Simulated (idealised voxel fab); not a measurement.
process module | voxel self aligned vias
cross-section cut | 270 nm wide | cells 5 nm
A cross-section is a grid of square cells, given in bands from the top down. A band is one or more rows of cells.
Each band's line starts with the height of the band's top and of its bottom, in nm. Then come its materials from left to right, each with its width in nm. One material with "throughout" fills the band from edge to edge. "air" is empty space.
Height 0 is the level under which the wafer as received is all one material. The lowest band goes on downwards, as in "0 down".
A width such as "30 to 40" changes by the same amount from each row of cells to the next, from the band's top row to its bottom row.
"no change" after a step means that no cell of the cross-section changed.
closed voids: empty space of 8 cells or more with no open way to the top, each as width x height at its distance from the left edge, in nm
after a step's settings: what the simulator itself notes on the step
overlay nm, on a step with a mask: how far to the right of its planned place the mask lay; to the left if negative
plan
1 op RECEIVE | material Si
2 op CONFORMAL_DEP | material SiO2 | thk nm 15
3 op CONFORMAL_DEP | material SiCN | thk nm 5
4 op DIRECTIONAL_DEP | material lowk | thk nm 30
5 op MASKED_ETCH | tone open | mask id LINES | width nm 25 | pitch nm 75 | etch materials lowk | depth nm 30 | overlay nm 0
6 op CONFORMAL_DEP | material TiN | thk nm 5
7 op FILL_DEP | material W | thk nm 10
8 op CMP | height nm 50
9 op SELECTIVE_ETCH | etch materials W Ru TiN | depth nm 5
10 op FILL_DEP | material SiN | thk nm 5
11 op CMP | height nm 50
12 op DIRECTIONAL_DEP | material lowk | thk nm 15
13 op MASKED_ETCH | tone open | mask id VIAS | width nm 45 | pitch nm 75 | etch materials lowk | depth nm 15 | overlay nm -15
14 op MASKED_ETCH | tone open | mask id VIAS | width nm 45 | pitch nm 75 | etch materials SiN | depth nm 5 | overlay nm 0
15 op CONFORMAL_DEP | material TiN | thk nm 5
16 op FILL_DEP | material Cu | thk nm 10
17 op CMP | height nm 65
18 op CONFORMAL_DEP | material SiN | thk nm 5
varied across the wafers: overlay nm of step 13. The plan shows the first wafer's value. All wafers start alike
first wafer as received, after step 1
  0 down: Si throughout
  closed voids: none
each wafer at the end: cells of each material gained (+) or lost (-) since it was received, then its closed voids
overlay nm -15 | +48 Cu | +54 SiCN | +57 SiN | +162 SiO2 | +84 TiN | +36 W | +315 lowk | closed voids: none
overlay nm -10 | +51 Cu | +54 SiCN | +54 SiN | +162 SiO2 | +84 TiN | +36 W | +315 lowk | closed voids: none
overlay nm -5 | +51 Cu | +54 SiCN | +54 SiN | +162 SiO2 | +84 TiN | +36 W | +315 lowk | closed voids: none
overlay nm 0 | +51 Cu | +54 SiCN | +54 SiN | +162 SiO2 | +84 TiN | +36 W | +315 lowk | closed voids: none
overlay nm 5 | +51 Cu | +54 SiCN | +54 SiN | +162 SiO2 | +84 TiN | +36 W | +315 lowk | closed voids: none
overlay nm 10 | +51 Cu | +54 SiCN | +54 SiN | +162 SiO2 | +84 TiN | +36 W | +315 lowk | closed voids: none
overlay nm 15 | +48 Cu | +54 SiCN | +57 SiN | +162 SiO2 | +84 TiN | +36 W | +315 lowk | closed voids: none
